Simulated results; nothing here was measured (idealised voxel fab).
Proc. module: voxel released beams
Cross-section cut: width 160 nm, square cells of 5 nm.
Just so we're on the same page, the cross-sections are grids of square cells, and they're listed out in bands top to bottom, each band one or more rows deep. Heads up on the band format: heights come first, top then bottom, in nm. After that it's the materials left to right, each with its width in nm. A single material flagged "full width" fills the whole band edge to edge, and "blank" means there's empty space there. Ref level 0: as-received wafer is one material below here. Bottom band extends down with no lower bound ("0 nm and below"). A width given as "30 to 40" starts at the first number in the band's top row and ends at the second number in its bottom row, shifting by an equal amount at every step from row to row. When a step is marked "nothing different", none of the cells in the cross-section changed during that step. What "closed voids" gives you is every empty space of 8 cells or more that is cut off from the top. Each appears as width x height at distance, with the distance taken from the left edge and width, height and distance all in nm. Whatever follows a step's settings on its line is a remark the simulator itself makes about that step. You can add "overlay nm" to a step's line. For a step with a mask, it describes how far the mask lay to the right of its planned position, and a negative number describes a lay to the left.
-- The process steps that were planned are listed below
1 RECEIVE [material Si]
2 CONFORMAL_DEP [material SiN] [thk nm 5]
3 DIRECTIONAL_DEP [material SiO2] [thk nm 20]
4 MASKED_ETCH [tone open] [mask id ANCHOR] [width nm 45] [etch materials SiO2] [depth nm 20] [overlay nm 0]
5 CONFORMAL_DEP [material polySi] [thk nm 15]
6 MASKED_ETCH [tone cover] [mask id BEAM] [width nm 115] [etch materials polySi] [depth nm 15] [overlay nm 0]
7 STRIP [etch materials SiO2]
-- Run as planned: first of two wafers
-- Cross-section of the wafer as it came to us, i.e., already through step 1
0 nm and below = Si full width
closed voids: none
-- Take a look at the wafer's cross-section after step 2
5 nm to 0 nm = SiN full width
Below 0, no change.
-- Take a look at the wafer's cross-section after step 3
25 nm to 5 nm = SiO2 full width
Below 5, no change.
-- Take a look at the wafer's cross-section after step 4
25 nm to 5 nm = 25 of SiO2; 45 of blank; 90 of SiO2
Below 5, no change.
-- Take a look at the wafer's cross-section after step 5
40 nm to 25 nm = 40 of polySi; 15 of blank; 105 of polySi
25 nm to 20 nm = 25 of SiO2; 15 of polySi; 15 of blank; 15 of polySi; 90 of SiO2
20 nm to 5 nm = 25 of SiO2; 45 of polySi; 90 of SiO2
Below 5, no change.
-- Take a look at the wafer's cross-section after step 6
40 nm to 25 nm = 20 of blank; 20 of polySi; 15 of blank; 80 of polySi; 25 of blank
Below 25, no change.
-- Take a look at the wafer's cross-section after step 7
40 nm to 25 nm = 20 of blank; 20 of polySi; 15 of blank; 80 of polySi; 25 of blank
25 nm to 20 nm = 25 of blank; 15 of polySi; 15 of blank; 15 of polySi; 90 of blank
20 nm to 5 nm = 25 of blank; 45 of polySi; 90 of blank
Below 5, no change.
-- Wafer two. Identical start, identical plan. One mistake in execution. Identical history through step 1
-- Second wafer profile in section, at the moment step 2 of the plan was meant to be complete
20 nm to 0 nm = SiO2 full width
Below 0, no change.
-- Second wafer profile in section, at the moment step 3 of the plan was meant to be complete
25 nm to 20 nm = SiN full width
Below 20, no change.
Second wafer profile in section, at the moment step 4 of the plan was meant to be complete: nothing different
-- Second wafer profile in section, at the moment step 5 of the plan was meant to be complete
40 nm to 25 nm = polySi full width
Below 25, no change.
-- Second wafer profile in section, at the moment step 6 of the plan was meant to be complete
40 nm to 25 nm = 20 of blank; 115 of polySi; 25 of blank
Below 25, no change.
Second wafer profile in section, at the moment step 7 of the plan was meant to be complete: nothing different
Want to know what went wrong? steps 2 and 3 traded places in the executed sequence
Looking at both finished wafers in cells, the second ends up ahead of or behind the first on some materials: 128 more of SiO2, 24 fewer of polySi
